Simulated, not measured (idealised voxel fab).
process module | voxel ribs on slabs
cross-section cut | 155 nm wide | cells 5 nm
A cross-section is a grid of square cells, given in bands from the top down. A band is one or more rows of cells.
Each band's line starts with the height of the band's top and of its bottom, in nm. Then come its materials from left to right, each with its width in nm. One material with "throughout" fills the band from edge to edge. "air" is empty space.
Height 0 is the level under which the wafer as received is all one material. The lowest band goes on downwards, as in "0 down".
A width such as "30 to 40" changes by the same amount from each row of cells to the next, from the band's top row to its bottom row.
"no change" after a step means that no cell of the cross-section changed.
closed voids: empty space of 8 cells or more with no open way to the top, each as width x height at its distance from the left edge, in nm
after a step's settings: what the simulator itself notes on the step
overlay nm, on a step with a mask: how far to the right of its planned place the mask lay; to the left if negative
plan
1 op RECEIVE | material Si
2 op DIRECTIONAL_DEP | material SiO2 | thk nm 30
3 op DIRECTIONAL_DEP | material SiN | thk nm 25
4 op PATTERN | tone cover | mask id RIB | material resist | width nm 20 | thk nm 15 | overlay nm 0
5 op DIRECTIONAL_ETCH | etch materials SiN | depth nm 20
6 op STRIP | etch materials resist
7 op MASKED_ETCH | tone cover | mask id SLAB | width nm 50 | etch materials SiN | depth nm 5 | overlay nm 0
8 op FILL_DEP | material SiO2 | thk nm 20
9 op CMP | height nm 70
10 op DIRECTIONAL_DEP | material W | thk nm 10
11 op DIRECTIONAL_DEP | material aC | thk nm 15
12 op PATTERN | tone cover | mask id HEATER | material resist | width nm 30 | thk nm 30 | overlay nm 0
13 op DIRECTIONAL_ETCH | etch materials aC | depth nm 15
14 op STRIP | etch materials resist
15 op DIRECTIONAL_ETCH | etch materials W | depth nm 10
16 op STRIP | etch materials aC
17 op CONFORMAL_DEP | material SiN | thk nm 5
as received, after step 1
  0 down: Si throughout
  closed voids: none
first wafer at the end, as planned
  85 to 80: air 55 | SiN 40 | air 60
  80 to 75: air 55 | SiN 5 | W 30 | SiN 5 | air 60
  75 to 70: SiN 60 | W 30 | SiN 65
  70 to 55: SiO2 throughout
  55 to 35: SiO2 65 | SiN 20 | SiO2 70
  35 to 30: SiO2 50 | SiN 50 | SiO2 55
  30 to 0: SiO2 throughout
  0 down: Si throughout
  closed voids: none
second wafer at the end: like start, like plan, one mistake
  5 to 0: SiN throughout
  0 down: Si throughout
  closed voids: none
what went wrong: step 16 ran as: op STRIP | etch materials SiO2
at the end the second wafer has, in cells: 30 fewer of SiN | 408 fewer of SiO2 | 12 fewer of W
